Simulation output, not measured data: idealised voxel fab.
The following process module bears the name voxel capacitor over wiring.
Square cells of 5 nm make up the cross-section cut, whose width is 260 nm.
Think of the cross-section as a grid of square cells. We describe it in bands, top to bottom, and each band covers one or more rows of those cells. Read a band's entry like this: the first values are the height of its top and the height of its bottom in nm, and what follows is the sequence of materials from left to right, each with its width in nm. Note that "empty" is empty space, and that a single material marked "throughout" reaches across the band from edge to edge. Convention: height 0 is the level below which the wafer, as received, is all one material. The lowest band does not terminate at the bottom but continues downward, represented as "0 and below". When a width is written as two numbers, as in "30->40", the first number is the width in the top row of cells of the band and the second is the width in its bottom row, and the width changes by the same amount from each row to the next. For the purposes of this document, the phrase "changes: none" attached to a step denotes that no cell within the cross-section was modified by that step. Empty spaces without an open route to the top, at least 8 cells in extent, make up the entry "Enclosed void inventory"; each is given as width x height at distance, where the distance is measured from the left edge, and all are in nm. Post-settings text on a step line: simulator's own remark regarding the step. overlay nm: where the mask lay relative to plan, measured to the right, on steps with a mask; negatives go left. Reading guide: pairs of cross-sections, before and after one process step; after view cut off at lowest changed band; step and settings listed under each pair. Pairs may stem from different runs of this module on the same starting wafer; continuity with the pair above only where the "Pre-step view" entry states it.
Pre-step view
    0 and below | Si throughout
    Enclosed void inventory: none
Post-Step Snapshot
    15 down to 0 | SiO2 throughout
    Under 0: no change, same as before.
    Enclosed void inventory: none
To go from the before cross-section above to the after cross-section, apply CONFORMAL_DEP [material SiO2] [thk nm 15]
Pre-step view: The cross-section prior to this step is the one presented after the step of the pair immediately above.
Post-Step Snapshot
    20 down to 15 | TiN throughout
    Under 15: no change, same as before.
    Enclosed void inventory: none
To go from the before cross-section above to the after cross-section, apply DIRECTIONAL_DEP [material TiN] [thk nm 5]
Pre-step view: The cross-section prior to this step is the one presented after the step of the pair immediately above.
Post-Step Snapshot
    45 down to 20 | Ru throughout
    Under 20: no change, same as before.
    Enclosed void inventory: none
To go from the before cross-section above to the after cross-section, apply DIRECTIONAL_DEP [material Ru] [thk nm 25]
Pre-step view: The cross-section prior to this step is the one presented after the step of the pair immediately above.
Post-Step Snapshot
    60 down to 45 | empty 70  resist 25  empty 70  resist 25  empty 70
    Under 45: no change, same as before.
    Enclosed void inventory: none
To go from the before cross-section above to the after cross-section, apply PATTERN [tone cover] [mask id METAL_1] [material resist] [width nm 25] [pitch nm 95] [thk nm 15] [overlay nm 0]
Pre-step view: The cross-section prior to this step is the one presented after the step of the pair immediately above.
Post-Step Snapshot
    60 down to 45 | empty 70  resist 25  empty 70  resist 25  empty 70
    45 down to 20 | empty 70  Ru 25  empty 70  Ru 25  empty 70
    Under 20: no change, same as before.
    Enclosed void inventory: none
To go from the before cross-section above to the after cross-section, apply DIRECTIONAL_ETCH [etch materials Ru] [depth nm 25]
Pre-step view: The cross-section prior to this step is the one presented after the step of the pair immediately above.
Post-Step Snapshot
    60 down to 45 | empty 70  resist 25  empty 70  resist 25  empty 70
    45 down to 20 | empty 70  Ru 25  empty 70  Ru 25  empty 70
    20 down to 15 | empty 70  TiN 25  empty 70  TiN 25  empty 70
    Under 15: no change, same as before.
    Enclosed void inventory: none
To go from the before cross-section above to the after cross-section, apply DIRECTIONAL_ETCH [etch materials TiN] [depth nm 5]
Pre-step view: The cross-section prior to this step is the one presented after the step of the pair immediately above.
Post-Step Snapshot
    45 down to 20 | empty 70  Ru 25  empty 70  Ru 25  empty 70
    Under 20: no change, same as before.
    Enclosed void inventory: none
To go from the before cross-section above to the after cross-section, apply STRIP [etch materials resist]
Pre-step view: The cross-section prior to this step is the one presented after the step of the pair immediately above.
Post-Step Snapshot
    50 down to 45 | SiO2 throughout
    45 down to 20 | SiO2 70  Ru 25  SiO2 70  Ru 25  SiO2 70
    20 down to 15 | SiO2 70  TiN 25  SiO2 70  TiN 25  SiO2 70
    Under 15: no change, same as before.
    Enclosed void inventory: none
To go from the before cross-section above to the after cross-section, apply FILL_DEP [material SiO2] [thk nm 5]
Pre-step view: The cross-section prior to this step is the one presented after the step of the pair immediately above.
Post-Step Snapshot
    45 down to 20 | SiO2 70  Ru 25  SiO2 70  Ru 25  SiO2 70
    Under 20: no change, same as before.
    Enclosed void inventory: none
To go from the before cross-section above to the after cross-section, apply CMP [height nm 45]
Pre-step view: The cross-section prior to this step is the one presented after the step of the pair immediately above.
Post-Step Snapshot
    50 down to 45 | SiCN throughout
    Under 45: no change, same as before.
    Enclosed void inventory: none
To go from the before cross-section above to the after cross-section, apply CONFORMAL_DEP [material SiCN] [thk nm 5]
Pre-step view: The cross-section prior to this step is the one presented after the step of the pair immediately above.
Post-Step Snapshot
    60 down to 50 | SiO2 throughout
    Under 50: no change, same as before.
    Enclosed void inventory: none
To go from the before cross-section above to the after cross-section, apply DIRECTIONAL_DEP [material SiO2] [thk nm 10]
Pre-step view: The cross-section prior to this step is the one presented after the step of the pair immediately above.
Post-Step Snapshot
    70 down to 60 | aC throughout
    Under 60: no change, same as before.
    Enclosed void inventory: none
To go from the before cross-section above to the after cross-section, apply DIRECTIONAL_DEP [material aC] [thk nm 10]
Pre-step view: The cross-section prior to this step is the one presented after the step of the pair immediately above.
Post-Step Snapshot
    95 down to 70 | resist 80  empty 15  resist 165
    Under 70: no change, same as before.
    Enclosed void inventory: none
To go from the before cross-section above to the after cross-section, apply PATTERN [tone open] [mask id PLUG_1] [material resist] [width nm 15] [thk nm 25] [overlay nm 0]
Pre-step view: The cross-section prior to this step is the one presented after the step of the pair immediately above.
Post-Step Snapshot
    85 down to 70 | resist 80  empty 15  resist 165
    70 down to 60 | aC 80  empty 15  aC 165
    Under 60: no change, same as before.
    Enclosed void inventory: none
To go from the before cross-section above to the after cross-section, apply DIRECTIONAL_ETCH [etch materials aC] [depth nm 10]
Pre-step view: The cross-section prior to this step is the one presented after the step of the pair immediately above.
Post-Step Snapshot
    70 down to 60 | aC 80  empty 15  aC 165
    Under 60: no change, same as before.
    Enclosed void inventory: none
To go from the before cross-section above to the after cross-section, apply STRIP [etch materials resist]
Pre-step view: The cross-section prior to this step is the one presented after the step of the pair immediately above.
Post-Step Snapshot
    70 down to 60 | aC 80  empty 15  aC 165
    60 down to 50 | SiO2 80  empty 15  SiO2 165
    Under 50: no change, same as before.
    Enclosed void inventory: none
To go from the before cross-section above to the after cross-section, apply DIRECTIONAL_ETCH [etch materials SiO2] [depth nm 10]
Pre-step view: The cross-section prior to this step is the one presented after the step of the pair immediately above.
Post-Step Snapshot
    70 down to 60 | aC 80  empty 15  aC 165
    60 down to 50 | SiO2 80  empty 15  SiO2 165
    50 down to 45 | SiCN 80  empty 15  SiCN 165
    Under 45: no change, same as before.
    Enclosed void inventory: none
To go from the before cross-section above to the after cross-section, apply DIRECTIONAL_ETCH [etch materials SiCN] [depth nm 5]
Pre-step view: The cross-section prior to this step is the one presented after the step of the pair immediately above.
Post-Step Snapshot
    60 down to 50 | SiO2 80  empty 15  SiO2 165
    Under 50: no change, same as before.
    Enclosed void inventory: none
To go from the before cross-section above to the after cross-section, apply STRIP [etch materials aC]
Pre-step view: The cross-section prior to this step is the one presented after the step of the pair immediately above.
Post-Step Snapshot
    60 down to 55 | SiO2 80  empty 15  SiO2 165
    55 down to 50 | SiO2 80  Ru 15  SiO2 165
    50 down to 45 | SiCN 80  Ru 15  SiCN 165
    Under 45: no change, same as before.
    Enclosed void inventory: none
To go from the before cross-section above to the after cross-section, apply EPI [material Ru] [thk nm 10]
Pre-step view: The cross-section prior to this step is the one presented after the step of the pair immediately above.
Post-Step Snapshot
    60 down to 50 | SiO2 80  Ru 15  SiO2 165
    Under 50: no change, same as before.
    Enclosed void inventory: none
To go from the before cross-section above to the after cross-section, apply EPI [material Ru] [thk nm 5]
Pre-step view: The cross-section prior to this step is the one presented after the step of the pair immediately above.
Post-Step Snapshot
    65 down to 60 | TiN throughout
    Under 60: no change, same as before.
    Enclosed void inventory: none
To go from the before cross-section above to the after cross-section, apply DIRECTIONAL_DEP [material TiN] [thk nm 5]
Pre-step view: The cross-section prior to this step is the one presented after the step of the pair immediately above.
Post-Step Snapshot
    70 down to 65 | Al2O3 throughout
    Under 65: no change, same as before.
    Enclosed void inventory: none
To go from the before cross-section above to the after cross-section, apply DIRECTIONAL_DEP [material Al2O3] [thk nm 5]
Pre-step view: The cross-section prior to this step is the one presented after the step of the pair immediately above.
Post-Step Snapshot
    75 down to 70 | TiN throughout
    Under 70: no change, same as before.
    Enclosed void inventory: none
To go from the before cross-section above to the after cross-section, apply DIRECTIONAL_DEP [material TiN] [thk nm 5]
Pre-step view: The cross-section prior to this step is the one presented after the step of the pair immediately above.
Post-Step Snapshot
    75 down to 70 | empty 80  TiN 75  empty 105
    Under 70: no change, same as before.
    Enclosed void inventory: none
To go from the before cross-section above to the after cross-section, apply MASKED_ETCH [tone cover] [mask id UPPER_PLATE] [width nm 75] [etch materials TiN] [depth nm 5] [overlay nm 0]
Pre-step view: The cross-section prior to this step is the one presented after the step of the pair immediately above.
Post-Step Snapshot
    75 down to 70 | empty 80  TiN 75  empty 105
    70 down to 65 | empty 80  Al2O3 75  empty 105
    Under 65: no change, same as before.
    Enclosed void inventory: none
To go from the before cross-section above to the after cross-section, apply MASKED_ETCH [tone cover] [mask id UPPER_PLATE] [width nm 75] [etch materials Al2O3] [depth nm 5] [overlay nm 0]
Pre-step view: The cross-section prior to this step is the one presented after the step of the pair immediately above.
Post-Step Snapshot
    90 down to 80 | empty 80  aC 75  empty 105
    80 down to 75 | aC throughout
    75 down to 70 | aC 80  TiN 75  aC 105
    70 down to 65 | aC 80  Al2O3 75  aC 105
    Under 65: no change, same as before.
    Enclosed void inventory: none
To go from the before cross-section above to the after cross-section, apply DIRECTIONAL_DEP [material aC] [thk nm 15]
Pre-step view: The cross-section prior to this step is the one presented after the step of the pair immediately above.
Post-Step Snapshot
    120 down to 90 | empty 75  resist 85  empty 100
    90 down to 80 | empty 75  resist 5  aC 75  resist 5  empty 100
    Under 80: no change, same as before.
    Enclosed void inventory: none
To go from the before cross-section above to the after cross-section, apply PATTERN [tone cover] [mask id LOWER_PLATE] [material resist] [width nm 85] [thk nm 30] [overlay nm 0]
Pre-step view: The cross-section prior to this step is the one presented after the step of the pair immediately above.
Post-Step Snapshot
    105 down to 90 | empty 75  resist 85  empty 100
    90 down to 80 | empty 75  resist 5  aC 75  resist 5  empty 100
    80 down to 75 | empty 75  aC 85  empty 100
    75 down to 70 | empty 75  aC 5  TiN 75  aC 5  empty 100
    70 down to 65 | empty 75  aC 5  Al2O3 75  aC 5  empty 100
    Under 65: no change, same as before.
    Enclosed void inventory: none
To go from the before cross-section above to the after cross-section, apply DIRECTIONAL_ETCH [etch materials aC] [depth nm 15]
Pre-step view: The cross-section prior to this step is the one presented after the step of the pair immediately above.
Post-Step Snapshot
    90 down to 80 | empty 80  aC 75  empty 105
    Under 80: no change, same as before.
    Enclosed void inventory: none
To go from the before cross-section above to the after cross-section, apply STRIP [etch materials resist]
Pre-step view: The cross-section prior to this step is the one presented after the step of the pair immediately above.
Post-Step Snapshot
    90 down to 80 | empty 80  aC 75  empty 105
    80 down to 75 | empty 75  aC 85  empty 100
    75 down to 70 | empty 75  aC 5  TiN 75  aC 5  empty 100
    70 down to 65 | empty 75  aC 5  Al2O3 75  aC 5  empty 100
    65 down to 60 | empty 75  TiN 85  empty 100
    Under 60: no change, same as before.
    Enclosed void inventory: none
To go from the before cross-section above to the after cross-section, apply DIRECTIONAL_ETCH [etch materials TiN] [depth nm 5]
Pre-step view: The cross-section prior to this step is the one presented after the step of the pair immediately above.
Post-Step Snapshot
    75 down to 70 | empty 80  TiN 75  empty 105
    70 down to 65 | empty 80  Al2O3 75  empty 105
    Under 65: no change, same as before.
    Enclosed void inventory: none
To go from the before cross-section above to the after cross-section, apply STRIP [etch materials aC]
Pre-step view: The cross-section prior to this step is the one presented after the step of the pair immediately above.
Post-Step Snapshot
    90 down to 75 | SiO2 throughout
    75 down to 70 | SiO2 80  TiN 75  SiO2 105
    70 down to 65 | SiO2 80  Al2O3 75  SiO2 105
    65 down to 60 | SiO2 75  TiN 85  SiO2 100
    Under 60: no change, same as before.
    Enclosed void inventory: none
To go from the before cross-section above to the after cross-section, apply FILL_DEP [material SiO2] [thk nm 15]
Pre-step view: The cross-section prior to this step is the one presented after the step of the pair immediately above.
Post-Step Snapshot
    85 down to 75 | SiO2 throughout
    Under 75: no change, same as before.
    Enclosed void inventory: none
To go from the before cross-section above to the after cross-section, apply CMP [height nm 85]
Pre-step view: The cross-section prior to this step is the one presented after the step of the pair immediately above.
Post-Step Snapshot
    85 down to 75 | SiO2 90  empty 15  SiO2 155
    Under 75: no change, same as before.
    Enclosed void inventory: none
To go from the before cross-section above to the after cross-section, apply MASKED_ETCH [tone open] [mask id PLUG_2] [width nm 15] [etch materials SiO2] [depth nm 10] [overlay nm 0]
Pre-step view: The cross-section prior to this step is the one presented after the step of the pair immediately above.
Post-Step Snapshot
    90 down to 85 | TiN 95  empty 5  TiN 160
    85 down to 80 | SiO2 90  TiN 5  empty 5  TiN 5  SiO2 155
    80 down to 70 | SiO2 90->80  TiN 15->75  SiO2 155->105
    Under 70: no change, same as before.
    Enclosed void inventory: none
To go from the before cross-section above to the after cross-section, apply CONFORMAL_DEP [material TiN] [thk nm 5]
Pre-step view: The cross-section prior to this step is the one presented after the step of the pair immediately above.
Post-Step Snapshot
    95 down to 90 | W throughout
    90 down to 85 | TiN 95  W 5  TiN 160
    85 down to 80 | SiO2 90  TiN 5  W 5  TiN 5  SiO2 155
    Under 80: no change, same as before.
    Enclosed void inventory: none
To go from the before cross-section above to the after cross-section, apply FILL_DEP [material W] [thk nm 5]
Pre-step view: The cross-section prior to this step is the one presented after the step of the pair immediately above.
Post-Step Snapshot
    85 down to 80 | SiO2 90  TiN 5  W 5  TiN 5  SiO2 155
    Under 80: no change, same as before.
    Enclosed void inventory: none
To go from the before cross-section above to the after cross-section, apply CMP [height nm 85]
Pre-step view: The cross-section prior to this step is the one presented after the step of the pair immediately above.
Post-Step Snapshot
    90 down to 85 | SiN throughout
    Under 85: no change, same as before.
    Enclosed void inventory: none
To go from the before cross-section above to the after cross-section, apply CONFORMAL_DEP [material SiN] [thk nm 5]
Pre-step view
    15 down to 0 | SiO2 throughout
    0 and below | Si throughout
    Enclosed void inventory: none
Post-Step Snapshot
    40 down to 15 | Ru throughout
    Under 15: no change, same as before.
    Enclosed void inventory: none
To go from the before cross-section above to the after cross-section, apply DIRECTIONAL_DEP [material Ru] [thk nm 25]
Pre-step view: The cross-section prior to this step is the one presented after the step of the pair immediately above.
Post-Step Snapshot
    55 down to 40 | empty 70  resist 25  empty 70  resist 25  empty 70
    Under 40: no change, same as before.
    Enclosed void inventory: none
To go from the before cross-section above to the after cross-section, apply PATTERN [tone cover] [mask id METAL_1] [material resist] [width nm 25] [pitch nm 95] [thk nm 15] [overlay nm 0]
Pre-step view: The cross-section prior to this step is the one presented after the step of the pair immediately above.
Post-Step Snapshot
    55 down to 40 | empty 70  resist 25  empty 70  resist 25  empty 70
    40 down to 15 | empty 70  Ru 25  empty 70  Ru 25  empty 70
    Under 15: no change, same as before.
    Enclosed void inventory: none
To go from the before cross-section above to the after cross-section, apply DIRECTIONAL_ETCH [etch materials Ru] [depth nm 25]
Pre-step view: The cross-section prior to this step is the one presented after the step of the pair immediately above.
Post-Step Snapshot
    40 down to 15 | empty 70  Ru 25  empty 70  Ru 25  empty 70
    Under 15: no change, same as before.
    Enclosed void inventory: none
To go from the before cross-section above to the after cross-section, apply STRIP [etch materials resist]
Pre-step view: The cross-section prior to this step is the one presented after the step of the pair immediately above.
Post-Step Snapshot
    45 down to 40 | SiO2 throughout
    40 down to 15 | SiO2 70  Ru 25  SiO2 70  Ru 25  SiO2 70
    Under 15: no change, same as before.
    Enclosed void inventory: none
To go from the before cross-section above to the after cross-section, apply FILL_DEP [material SiO2] [thk nm 5]
Pre-step view: The cross-section prior to this step is the one presented after the step of the pair immediately above.
Post-Step Snapshot
    50 down to 45 | SiCN throughout
    Under 45: no change, same as before.
    Enclosed void inventory: none
To go from the before cross-section above to the after cross-section, apply CONFORMAL_DEP [material SiCN] [thk nm 5]
Pre-step view: The cross-section prior to this step is the one presented after the step of the pair immediately above.
Post-Step Snapshot
    60 down to 50 | SiO2 throughout
    Under 50: no change, same as before.
    Enclosed void inventory: none
To go from the before cross-section above to the after cross-section, apply DIRECTIONAL_DEP [material SiO2] [thk nm 10]
Pre-step view: The cross-section prior to this step is the one presented after the step of the pair immediately above.
Post-Step Snapshot
    70 down to 60 | aC throughout
    Under 60: no change, same as before.
    Enclosed void inventory: none
To go from the before cross-section above to the after cross-section, apply DIRECTIONAL_DEP [material aC] [thk nm 10]
Pre-step view: The cross-section prior to this step is the one presented after the step of the pair immediately above.
Post-Step Snapshot
    95 down to 70 | resist 80  empty 15  resist 165
    Under 70: no change, same as before.
    Enclosed void inventory: none
To go from the before cross-section above to the after cross-section, apply PATTERN [tone open] [mask id PLUG_1] [material resist] [width nm 15] [thk nm 25] [overlay nm 0]
Pre-step view: The cross-section prior to this step is the one presented after the step of the pair immediately above.
Post-Step Snapshot
    85 down to 70 | resist 80  empty 15  resist 165
    70 down to 60 | aC 80  empty 15  aC 165
    Under 60: no change, same as before.
    Enclosed void inventory: none
To go from the before cross-section above to the after cross-section, apply DIRECTIONAL_ETCH [etch materials aC] [depth nm 10]
Pre-step view: The cross-section prior to this step is the one presented after the step of the pair immediately above.
Post-Step Snapshot
    70 down to 60 | aC 80  empty 15  aC 165
    Under 60: no change, same as before.
    Enclosed void inventory: none
To go from the before cross-section above to the after cross-section, apply STRIP [etch materials resist]
Pre-step view: The cross-section prior to this step is the one presented after the step of the pair immediately above.
Post-Step Snapshot
    70 down to 60 | aC 80  empty 15  aC 165
    60 down to 50 | SiO2 80  empty 15  SiO2 165
    Under 50: no change, same as before.
    Enclosed void inventory: none
To go from the before cross-section above to the after cross-section, apply DIRECTIONAL_ETCH [etch materials SiO2] [depth nm 10]
Pre-step view: The cross-section prior to this step is the one presented after the step of the pair immediately above.
Post-Step Snapshot
    70 down to 60 | aC 80  empty 15  aC 165
    60 down to 50 | SiO2 80  empty 15  SiO2 165
    50 down to 45 | SiCN 80  empty 15  SiCN 165
    Under 45: no change, same as before.
    Enclosed void inventory: none
To go from the before cross-section above to the after cross-section, apply DIRECTIONAL_ETCH [etch materials SiCN] [depth nm 5]
Pre-step view: The cross-section prior to this step is the one presented after the step of the pair immediately above.
Post-Step Snapshot
    60 down to 50 | SiO2 80  empty 15  SiO2 165
    Under 50: no change, same as before.
    Enclosed void inventory: none
To go from the before cross-section above to the after cross-section, apply STRIP [etch materials aC]
Pre-step view: The cross-section prior to this step is the one presented after the step of the pair immediately above.
Post-Step Snapshot
    65 down to 60 | TiN 80  empty 15  TiN 165
    60 down to 50 | SiO2 80  empty 15  SiO2 165
    50 down to 45 | SiCN 80  TiN 15  SiCN 165
    Under 45: no change, same as before.
    Enclosed void inventory: none
To go from the before cross-section above to the after cross-section, apply DIRECTIONAL_DEP [material TiN] [thk nm 5]
Pre-step view: The cross-section prior to this step is the one presented after the step of the pair immediately above.
Post-Step Snapshot
    70 down to 65 | Al2O3 80  empty 15  Al2O3 165
    65 down to 60 | TiN 80  empty 15  TiN 165
    60 down to 55 | SiO2 80  empty 15  SiO2 165
    55 down to 50 | SiO2 80  Al2O3 15  SiO2 165
    Under 50: no change, same as before.
    Enclosed void inventory: none
To go from the before cross-section above to the after cross-section, apply DIRECTIONAL_DEP [material Al2O3] [thk nm 5]
Pre-step view: The cross-section prior to this step is the one presented after the step of the pair immediately above.
Post-Step Snapshot
    75 down to 70 | TiN 80  empty 15  TiN 165
    70 down to 65 | Al2O3 80  empty 15  Al2O3 165
    65 down to 60 | TiN 80  empty 15  TiN 165
    60 down to 55 | SiO2 80  TiN 15  SiO2 165
    Under 55: no change, same as before.
    Enclosed void inventory: none
To go from the before cross-section above to the after cross-section, apply DIRECTIONAL_DEP [material TiN] [thk nm 5]
Pre-step view: The cross-section prior to this step is the one presented after the step of the pair immediately above.
Post-Step Snapshot
    75 down to 70 | empty 95  TiN 60  empty 105
    Under 70: no change, same as before.
    Enclosed void inventory: none
To go from the before cross-section above to the after cross-section, apply MASKED_ETCH [tone cover] [mask id UPPER_PLATE] [width nm 75] [etch materials TiN] [depth nm 5] [overlay nm 0]
Pre-step view: The cross-section prior to this step is the one presented after the step of the pair immediately above.
Post-Step Snapshot
    75 down to 70 | empty 95  TiN 60  empty 105
    70 down to 65 | empty 95  Al2O3 60  empty 105
    Under 65: no change, same as before.
    Enclosed void inventory: none
To go from the before cross-section above to the after cross-section, apply MASKED_ETCH [tone cover] [mask id UPPER_PLATE] [width nm 75] [etch materials Al2O3] [depth nm 5] [overlay nm 0]
Pre-step view: The cross-section prior to this step is the one presented after the step of the pair immediately above.
Post-Step Snapshot
    90 down to 80 | empty 95  aC 60  empty 105
    80 down to 75 | aC 80  empty 15  aC 165
    75 down to 70 | aC 95  TiN 60  aC 105
    70 down to 65 | aC 95  Al2O3 60  aC 105
    65 down to 60 | TiN 80  aC 15  TiN 165
    Under 60: no change, same as before.
    Enclosed void inventory: none
To go from the before cross-section above to the after cross-section, apply DIRECTIONAL_DEP [material aC] [thk nm 15]
Pre-step view: The cross-section prior to this step is the one presented after the step of the pair immediately above.
Post-Step Snapshot
    120 down to 90 | empty 75  resist 85  empty 100
    90 down to 80 | empty 75  resist 20  aC 60  resist 5  empty 100
    80 down to 75 | aC 80  resist 15  aC 165
    Under 75: no change, same as before.
    Enclosed void inventory: none
To go from the before cross-section above to the after cross-section, apply PATTERN [tone cover] [mask id LOWER_PLATE] [material resist] [width nm 85] [thk nm 30] [overlay nm 0]
Pre-step view: The cross-section prior to this step is the one presented after the step of the pair immediately above.
Post-Step Snapshot
    105 down to 90 | empty 75  resist 85  empty 100
    90 down to 80 | empty 75  resist 20  aC 60  resist 5  empty 100
    80 down to 75 | empty 75  aC 5  resist 15  aC 65  empty 100
    75 down to 70 | empty 75  aC 20  TiN 60  aC 5  empty 100
    70 down to 65 | empty 75  aC 20  Al2O3 60  aC 5  empty 100
    Under 65: no change, same as before.
    Enclosed void inventory: none
To go from the before cross-section above to the after cross-section, apply DIRECTIONAL_ETCH [etch materials aC] [depth nm 15]
Pre-step view: The cross-section prior to this step is the one presented after the step of the pair immediately above.
Post-Step Snapshot
    90 down to 80 | empty 95  aC 60  empty 105
    80 down to 75 | empty 75  aC 5  empty 15  aC 65  empty 100
    Under 75: no change, same as before.
    Enclosed void inventory: none
To go from the before cross-section above to the after cross-section, apply STRIP [etch materials resist]
Pre-step view: The cross-section prior to this step is the one presented after the step of the pair immediately above.
Post-Step Snapshot
    90 down to 80 | empty 95  aC 60  empty 105
    80 down to 75 | empty 75  aC 5  empty 15  aC 65  empty 100
    75 down to 70 | empty 75  aC 20  TiN 60  aC 5  empty 100
    70 down to 65 | empty 75  aC 20  Al2O3 60  aC 5  empty 100
    65 down to 60 | empty 75  TiN 5  aC 15  TiN 65  empty 100
    Under 60: no change, same as before.
    Enclosed void inventory: none
To go from the before cross-section above to the after cross-section, apply DIRECTIONAL_ETCH [etch materials TiN] [depth nm 5]
Pre-step view: The cross-section prior to this step is the one presented after the step of the pair immediately above.
Post-Step Snapshot
    75 down to 70 | empty 95  TiN 60  empty 105
    70 down to 65 | empty 95  Al2O3 60  empty 105
    65 down to 60 | empty 75  TiN 5  empty 15  TiN 65  empty 100
    Under 60: no change, same as before.
    Enclosed void inventory: none
To go from the before cross-section above to the after cross-section, apply STRIP [etch materials aC]
Pre-step view: The cross-section prior to this step is the one presented after the step of the pair immediately above.
Post-Step Snapshot
    90 down to 75 | SiO2 throughout
    75 down to 70 | SiO2 95  TiN 60  SiO2 105
    70 down to 65 | SiO2 95  Al2O3 60  SiO2 105
    65 down to 60 | SiO2 75  TiN 5  SiO2 15  TiN 65  SiO2 100
    Under 60: no change, same as before.
    Enclosed void inventory: none
To go from the before cross-section above to the after cross-section, apply FILL_DEP [material SiO2] [thk nm 15]
Pre-step view: The cross-section prior to this step is the one presented after the step of the pair immediately above.
Post-Step Snapshot
    85 down to 75 | SiO2 throughout
    Under 75: no change, same as before.
    Enclosed void inventory: none
To go from the before cross-section above to the after cross-section, apply CMP [height nm 85]
Pre-step view: The cross-section prior to this step is the one presented after the step of the pair immediately above.
Post-Step Snapshot
    85 down to 75 | SiO2 90  empty 15  SiO2 155
    Under 75: no change, same as before.
    Enclosed void inventory: none
To go from the before cross-section above to the after cross-section, apply MASKED_ETCH [tone open] [mask id PLUG_2] [width nm 15] [etch materials SiO2] [depth nm 10] [overlay nm 0]
Pre-step view: The cross-section prior to this step is the one presented after the step of the pair immediately above.
Post-Step Snapshot
    90 down to 85 | TiN 95  empty 5  TiN 160
    85 down to 80 | SiO2 90  TiN 5  empty 5  TiN 5  SiO2 155
    80 down to 70 | SiO2 90->95  TiN 15->60  SiO2 155->105
    Under 70: no change, same as before.
    Enclosed void inventory: none
To go from the before cross-section above to the after cross-section, apply CONFORMAL_DEP [material TiN] [thk nm 5]
Pre-step view: The cross-section prior to this step is the one presented after the step of the pair immediately above.
Post-Step Snapshot
    95 down to 90 | W throughout
    90 down to 85 | TiN 95  W 5  TiN 160
    85 down to 80 | SiO2 90  TiN 5  W 5  TiN 5  SiO2 155
    Under 80: no change, same as before.
    Enclosed void inventory: none
To go from the before cross-section above to the after cross-section, apply FILL_DEP [material W] [thk nm 5]
Pre-step view: The cross-section prior to this step is the one presented after the step of the pair immediately above.
Post-Step Snapshot
    85 down to 80 | SiO2 90  TiN 5  W 5  TiN 5  SiO2 155
    Under 80: no change, same as before.
    Enclosed void inventory: none
To go from the before cross-section above to the after cross-section, apply CMP [height nm 85]
Pre-step view: The cross-section prior to this step is the one presented after the step of the pair immediately above.
Post-Step Snapshot
    90 down to 85 | SiN throughout
    Under 85: no change, same as before.
    Enclosed void inventory: none
To go from the before cross-section above to the after cross-section, apply CONFORMAL_DEP [material SiN] [thk nm 5]
Pre-step view
    60 down to 55 | SiO2 80  empty 15  SiO2 165
    55 down to 50 | SiO2 80  Ru 15  SiO2 165
    50 down to 45 | SiCN 80  Ru 15  SiCN 165
    45 down to 20 | SiO2 70  Ru 25  SiO2 70  Ru 25  SiO2 70
    20 down to 15 | SiO2 70  TiN 25  SiO2 70  TiN 25  SiO2 70
    15 down to 0 | SiO2 throughout
    0 and below | Si throughout
    Enclosed void inventory: none
Post-Step Snapshot
    65 down to 60 | empty 75  Ru 25  empty 160
    60 down to 50 | SiO2 80  Ru 15  SiO2 165
    Under 50: no change, same as before.
    Enclosed void inventory: none
To go from the before cross-section above to the after cross-section, apply EPI [material Ru] [thk nm 10]
Pre-step view: The cross-section prior to this step is the one presented after the step of the pair immediately above.
Post-Step Snapshot
    70 down to 60 | empty 70  Ru 35  empty 155
    Under 60: no change, same as before.
    Enclosed void inventory: none
To go from the before cross-section above to the after cross-section, apply EPI [material Ru] [thk nm 5]
Pre-step view: The cross-section prior to this step is the one presented after the step of the pair immediately above.
Post-Step Snapshot
    75 down to 70 | empty 70  TiN 35  empty 155
    70 down to 65 | empty 70  Ru 35  empty 155
    65 down to 60 | TiN 70  Ru 35  TiN 155
    Under 60: no change, same as before.
    Enclosed void inventory: none
To go from the before cross-section above to the after cross-section, apply DIRECTIONAL_DEP [material TiN] [thk nm 5]
Pre-step view: The cross-section prior to this step is the one presented after the step of the pair immediately above.
Post-Step Snapshot
    80 down to 75 | empty 70  Al2O3 35  empty 155
    75 down to 70 | empty 70  TiN 35  empty 155
    70 down to 65 | Al2O3 70  Ru 35  Al2O3 155
    Under 65: no change, same as before.
    Enclosed void inventory: none
To go from the before cross-section above to the after cross-section, apply DIRECTIONAL_DEP [material Al2O3] [thk nm 5]
Pre-step view: The cross-section prior to this step is the one presented after the step of the pair immediately above.
Post-Step Snapshot
    85 down to 80 | empty 70  TiN 35  empty 155
    80 down to 75 | empty 70  Al2O3 35  empty 155
    75 down to 70 | TiN throughout
    Under 70: no change, same as before.
    Enclosed void inventory: none
To go from the before cross-section above to the after cross-section, apply DIRECTIONAL_DEP [material TiN] [thk nm 5]
Pre-step view: The cross-section prior to this step is the one presented after the step of the pair immediately above.
Post-Step Snapshot
    85 down to 80 | empty 80  TiN 25  empty 155
    80 down to 75 | empty 70  Al2O3 35  empty 155
    75 down to 70 | empty 70  TiN 85  empty 105
    Under 70: no change, same as before.
    Enclosed void inventory: none
To go from the before cross-section above to the after cross-section, apply MASKED_ETCH [tone cover] [mask id UPPER_PLATE] [width nm 75] [etch materials TiN] [depth nm 5] [overlay nm 0]
Pre-step view: The cross-section prior to this step is the one presented after the step of the pair immediately above.
Post-Step Snapshot
    85 down to 80 | empty 80  TiN 25  empty 155
    80 down to 75 | empty 80  Al2O3 25  empty 155
    75 down to 70 | empty 70  TiN 85  empty 105
    70 down to 65 | empty 70  Ru 35  Al2O3 50  empty 105
    Under 65: no change, same as before.
    Enclosed void inventory: none
To go from the before cross-section above to the after cross-section, apply MASKED_ETCH [tone cover] [mask id UPPER_PLATE] [width nm 75] [etch materials Al2O3] [depth nm 5] [overlay nm 0]
Pre-step view: The cross-section prior to this step is the one presented after the step of the pair immediately above.
Post-Step Snapshot
    100 down to 90 | empty 80  aC 25  empty 155
    90 down to 85 | empty 70  aC 85  empty 105
    85 down to 80 | empty 70  aC 10  TiN 25  aC 50  empty 105
    80 down to 75 | aC 80  Al2O3 25  aC 155
    75 down to 70 | aC 70  TiN 85  aC 105
    70 down to 65 | aC 70  Ru 35  Al2O3 50  aC 105
    Under 65: no change, same as before.
    Enclosed void inventory: none
To go from the before cross-section above to the after cross-section, apply DIRECTIONAL_DEP [material aC] [thk nm 15]
Pre-step view: The cross-section prior to this step is the one presented after the step of the pair immediately above.
Post-Step Snapshot
    130 down to 100 | empty 75  resist 85  empty 100
    100 down to 90 | empty 75  resist 5  aC 25  resist 55  empty 100
    90 down to 85 | empty 70  aC 85  resist 5  empty 100
    85 down to 80 | empty 70  aC 10  TiN 25  aC 50  resist 5  empty 100
    Under 80: no change, same as before.
    Enclosed void inventory: none
To go from the before cross-section above to the after cross-section, apply PATTERN [tone cover] [mask id LOWER_PLATE] [material resist] [width nm 85] [thk nm 30] [overlay nm 0]
